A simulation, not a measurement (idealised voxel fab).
Process module name: voxel transistor to metal
Section shown: cut. Width: 190 nm. Cell size: 5 nm, square.
When this document writes out a cross-section, it uses a grid of square cells and lists it as bands, beginning at the top and moving down, with a band standing for one or more rows of cells. Within each band entry, the heights of the top and of the bottom of the band appear first, in that order and in nm; the materials of the band then follow from left to right, each with its corresponding width in nm. The designation "everywhere" on a single material indicates that it fills the band from edge to edge; the designation "blank" indicates empty space. The level at which height equals 0 is the one under which the wafer, as it arrives, is entirely one material. No lower edge exists for the bottom band, which continues downward and is notated as in "0 down". Top row gets the first number, bottom row gets the second, and each row in between changes by the same step: that is how a band width like "30 to 40" works. Step marked "nothing different"? Then no cell in the cross-section changed in it. Look at "Closed void roster" for the closed voids: empty spaces with no open path to the top, sized 8 cells or up. Each is width x height at distance, distance from the left edge, all nm. Heads up: the bit after the settings on a step's line is the simulator's remark on that step. A step's line can hold "overlay nm"; with a mask on that step, the setting says how far right of the planned place the mask lay, while a negative setting says it lay to the left.

# Here's what the planned process steps look like
1. RECEIVE,material Si
2. CONFORMAL_DEP,material SiO2,thk nm 5
3. CONFORMAL_DEP,material SiN,thk nm 15
4. PATTERN,tone cover,mask id ACTIVE,material resist,width nm 115,thk nm 20,overlay nm 0
5. DIRECTIONAL_ETCH,etch materials SiN,depth nm 15
6. DIRECTIONAL_ETCH,etch materials SiO2,depth nm 5
7. DIRECTIONAL_ETCH,etch materials Si,depth nm 35
8. STRIP,etch materials resist
9. FILL_DEP,material SiO2,thk nm 10
10. CMP,height nm 20
11. SELECTIVE_ETCH,etch materials SiO2,depth nm 15
12. STRIP,etch materials SiN
13. SELECTIVE_ETCH,etch materials SiO2,depth nm 5
14. OXIDIZE,depth nm 5
15. DIRECTIONAL_DEP,material polySi,thk nm 25
16. DIRECTIONAL_DEP,material SiCN,thk nm 15
17. DIRECTIONAL_DEP,material aC,thk nm 15
18. PATTERN,tone cover,mask id GATE,material resist,width nm 25,thk nm 30,overlay nm 0
19. DIRECTIONAL_ETCH,etch materials aC,depth nm 15
20. STRIP,etch materials resist
21. DIRECTIONAL_ETCH,etch materials SiCN,depth nm 25
22. DIRECTIONAL_ETCH,etch materials polySi,depth nm 35
23. STRIP,etch materials aC
24. CONFORMAL_DEP,material SiO2,thk nm 5
25. DIRECTIONAL_ETCH,etch materials SiO2,depth nm 5
26. CONFORMAL_DEP,material SiN,thk nm 10
27. DIRECTIONAL_ETCH,etch materials SiN,depth nm 10
28. DIRECTIONAL_ETCH,etch materials SiO2,depth nm 5
29. EPI,material nSi,thk nm 5
30. FILL_DEP,material SiO2,thk nm 10
31. CMP,height nm 40
32. DIRECTIONAL_DEP,material SiO2,thk nm 10
33. DIRECTIONAL_DEP,material aC,thk nm 10
34. PATTERN,tone open,mask id CONTACT,material resist,width nm 20,pitch nm 75,thk nm 25,overlay nm 0
35. DIRECTIONAL_ETCH,etch materials aC,depth nm 10
36. STRIP,etch materials resist
37. DIRECTIONAL_ETCH,etch materials SiO2,depth nm 50
38. STRIP,etch materials aC
39. CONFORMAL_DEP,material TiN,thk nm 5
40. FILL_DEP,material Ru,thk nm 5
41. CMP,height nm 50
42. DIRECTIONAL_DEP,material TiN,thk nm 5
43. DIRECTIONAL_DEP,material W,thk nm 20
44. MASKED_ETCH,tone cover,mask id METAL_1,width nm 20,pitch nm 75,etch materials W,depth nm 20,overlay nm 0
45. MASKED_ETCH,tone cover,mask id METAL_1,width nm 20,pitch nm 75,etch materials TiN,depth nm 5,overlay nm 0
46. FILL_DEP,material SiO2,thk nm 5
47. CMP,height nm 75
48. CONFORMAL_DEP,material SiCN,thk nm 5
49. DIRECTIONAL_DEP,material lowk,thk nm 35
50. MASKED_ETCH,tone open,mask id METAL_2,width nm 20,pitch nm 75,etch materials lowk,depth nm 20,overlay nm 0
51. PATTERN,tone open,mask id METAL_2_HOLES,material resist,width nm 15,pitch nm 75,thk nm 15,overlay nm 0
52. DIRECTIONAL_ETCH,etch materials lowk,depth nm 15
53. DIRECTIONAL_ETCH,etch materials SiCN,depth nm 5
54. STRIP,etch materials resist
55. CONFORMAL_DEP,material TiN,thk nm 5
56. FILL_DEP,material Ru,thk nm 10
57. CMP,height nm 115
58. CONFORMAL_DEP,material SiCN,thk nm 5

# As received (post step 1): cross-section
    0 down  Si everywhere
    Closed void roster: none

# The plan above was carried out on the starting structure above with one mistake, and this cross-section shows the wafer at the end of the module
    120 to 115  SiCN everywhere
    115 to 105  lowk: 45 | TiN: 5 | Ru: 15 | TiN: 5 | lowk: 50 | TiN: 5 | Ru: 15 | TiN: 5 | lowk: 45
    105 to 100  lowk: 45 | TiN: 10 | Ru: 10 | TiN: 5 | lowk: 50 | TiN: 10 | Ru: 10 | TiN: 5 | lowk: 45
    100 to 95  lowk: 50 | TiN: 20 | lowk: 55 | TiN: 20 | lowk: 45
    95 to 80  lowk: 50 | TiN: 10 | lowk: 65 | TiN: 10 | lowk: 55
    80 to 75  SiCN: 50 | TiN: 10 | SiCN: 65 | TiN: 10 | SiCN: 55
    75 to 55  SiO2: 45 | W: 20 | SiO2: 55 | W: 20 | SiO2: 50
    55 to 50  SiO2: 45 | TiN: 20 | SiO2: 55 | TiN: 20 | SiO2: 50
    50 to 40  SiO2: 45 | TiN: 5 | Ru: 10 | TiN: 5 | SiO2: 55 | TiN: 5 | Ru: 10 | TiN: 5 | SiO2: 50
    40 to 25  SiO2: 45 | TiN: 5 | Ru: 10 | TiN: 5 | SiN: 10 | SiO2: 5 | SiCN: 25 | SiO2: 5 | SiN: 10 | TiN: 5 | Ru: 10 | TiN: 5 | SiO2: 50
    25 to 5  SiO2: 45 | TiN: 5 | Ru: 10 | TiN: 5 | SiN: 10 | SiO2: 5 | polySi: 25 | SiO2: 5 | SiN: 10 | TiN: 5 | Ru: 10 | TiN: 5 | SiO2: 50
    5 to 0  SiO2: 45 | TiN: 20 | SiN: 10 | SiO2: 5 | polySi: 25 | SiO2: 5 | SiN: 10 | TiN: 20 | SiO2: 50
    0 to -5  SiO2: 30 | nSi: 35 | SiO2: 55 | nSi: 35 | SiO2: 35
    -5 to -35  SiO2: 35 | Si: 115 | SiO2: 40
    -35 down  Si everywhere
    Closed void roster: none
Nonconformance to the process plan: step 50 changed vs plan, executed as MASKED_ETCH,tone open,mask id METAL_2,width nm 20,pitch nm 75,etch materials lowk,depth nm 20,overlay nm 5
